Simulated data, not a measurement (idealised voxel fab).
process module | voxel tone inversion
cross-section cut | 180 nm wide | cells 5 nm
A cross-section is a grid of square cells, given in bands from the top down. A band is one or more rows of cells.
Each band's line starts with the height of the band's top and of its bottom, in nm. Then come its materials from left to right, each with its width in nm. One material with "throughout" fills the band from edge to edge. "air" is empty space.
Height 0 is the level under which the wafer as received is all one material. The lowest band goes on downwards, as in "0 down".
A width such as "30 to 40" changes by the same amount from each row of cells to the next, from the band's top row to its bottom row.
"no change" after a step means that no cell of the cross-section changed.
closed voids: empty space of 8 cells or more with no open way to the top, each as width x height at its distance from the left edge, in nm
after a step's settings: what the simulator itself notes on the step
overlay nm, on a step with a mask: how far to the right of its planned place the mask lay; to the left if negative
plan
1 op RECEIVE | material Si
2 op CONFORMAL_DEP | material SiCN | thk nm 10
3 op DIRECTIONAL_DEP | material polySi | thk nm 25
4 op PATTERN | tone cover | mask id POSTS | material resist | width nm 15 | pitch nm 35 | thk nm 30 | overlay nm 0
5 op DIRECTIONAL_ETCH | etch materials polySi | depth nm 25
6 op STRIP | etch materials resist
7 op FILL_DEP | material SiO2 | thk nm 5
8 op CMP | height nm 35
9 op STRIP | etch materials polySi
10 op CONFORMAL_DEP | material TiN | thk nm 5
11 op FILL_DEP | material W | thk nm 10
12 op CMP | height nm 35
13 op CONFORMAL_DEP | material SiCN | thk nm 5
as received, after step 1
  0 down: Si throughout
  closed voids: none
first wafer at the end, as planned
  40 to 35: SiCN throughout
  35 to 15: SiO2 65 | TiN 5 | W 5 | TiN 5 | SiO2 20 | TiN 5 | W 5 | TiN 5 | SiO2 65
  15 to 10: SiO2 65 | TiN 15 | SiO2 20 | TiN 15 | SiO2 65
  10 to 0: SiCN throughout
  0 down: Si throughout
  closed voids: none
second wafer at the end: like start, like plan, one mistake
  40 to 35: SiCN throughout
  35 to 15: W 65 | TiN 5 | W 5 | TiN 5 | W 20 | TiN 5 | W 5 | TiN 5 | W 65
  15 to 10: W 65 | TiN 15 | W 20 | TiN 15 | W 65
  10 to 0: SiCN throughout
  0 down: Si throughout
  closed voids: none
what went wrong: step 7 ran as: op FILL_DEP | material W | thk nm 5
at the end the second wafer has, in cells: 150 fewer of SiO2 | 150 more of W
